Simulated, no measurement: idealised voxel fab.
Module name: voxel quadruple lines (process module)
Square cells of 5 nm make up the cross-section cut, whose width is 260 nm.
In what follows, cross-sections appear as grids of square cells, described through bands that run from the top down, where every band is one or more rows of cells.
Heads up on the band format: heights come first, top then bottom, in nm. After that it's the materials left to right, each with its width in nm. A single material flagged "full width" fills the whole band edge to edge, and "blank" means there's empty space there.
Where do heights start? At 0: under that level the wafer as delivered is made of one material only. And the lowest band has no floor; it just carries on downward, as in "0 and below".
Width: "30 to 40" (first number = top row, second number = bottom row, same change from row to row of cells).
"remains unaltered" means the step left every cell of the cross-section as it was.
The entry "Closed void catalog" lists the empty spaces that cover at least 8 cells and have no open path to the top. Each is written as width x height at distance, where the distance is measured from the left edge and all three values are in nm.
after a step's settings: what the simulator itself notes on the step
Regarding "overlay nm": on a step with a mask, it is the distance the mask lay to the right of its planned place; a negative value places it to the left.
Intended process steps:
1. RECEIVE with material Si
2. CONFORMAL_DEP with material Al2O3, thk nm 5
3. DIRECTIONAL_DEP with material W, thk nm 15
4. DIRECTIONAL_DEP with material polySi, thk nm 20
5. DIRECTIONAL_DEP with material aC, thk nm 20
6. PATTERN with tone cover, mask id MANDREL, material resist, width nm 20, thk nm 30, overlay nm 0
7. DIRECTIONAL_ETCH with etch materials aC, depth nm 20
8. STRIP with etch materials resist
9. CONFORMAL_DEP with material SiO2, thk nm 10
10. DIRECTIONAL_ETCH with etch materials SiO2, depth nm 10
11. STRIP with etch materials aC
12. DIRECTIONAL_ETCH with etch materials polySi, depth nm 20
13. STRIP with etch materials SiO2
14. CONFORMAL_DEP with material SiCN, thk nm 5
15. DIRECTIONAL_ETCH with etch materials SiCN, depth nm 5
16. STRIP with etch materials polySi
17. DIRECTIONAL_ETCH with etch materials W, depth nm 15
18. STRIP with etch materials SiCN
As received, after step 1:
  0 and below  Si full width
  Closed void catalog: none
Figure: cross-sectional view of the wafer upon completion of the module, processed from the initial state and according to the plan depicted above, with one error introduced during execution:
  35 down to 20  105 blank  5 W  10 blank  5 W  10 blank  5 W  10 blank  5 W  105 blank
  20 down to 5  W full width
  5 down to 0  Al2O3 full width
  0 and below  Si full width
  Closed void catalog: none
Nonconformance to the process plan: the plan had its step 3 run twice
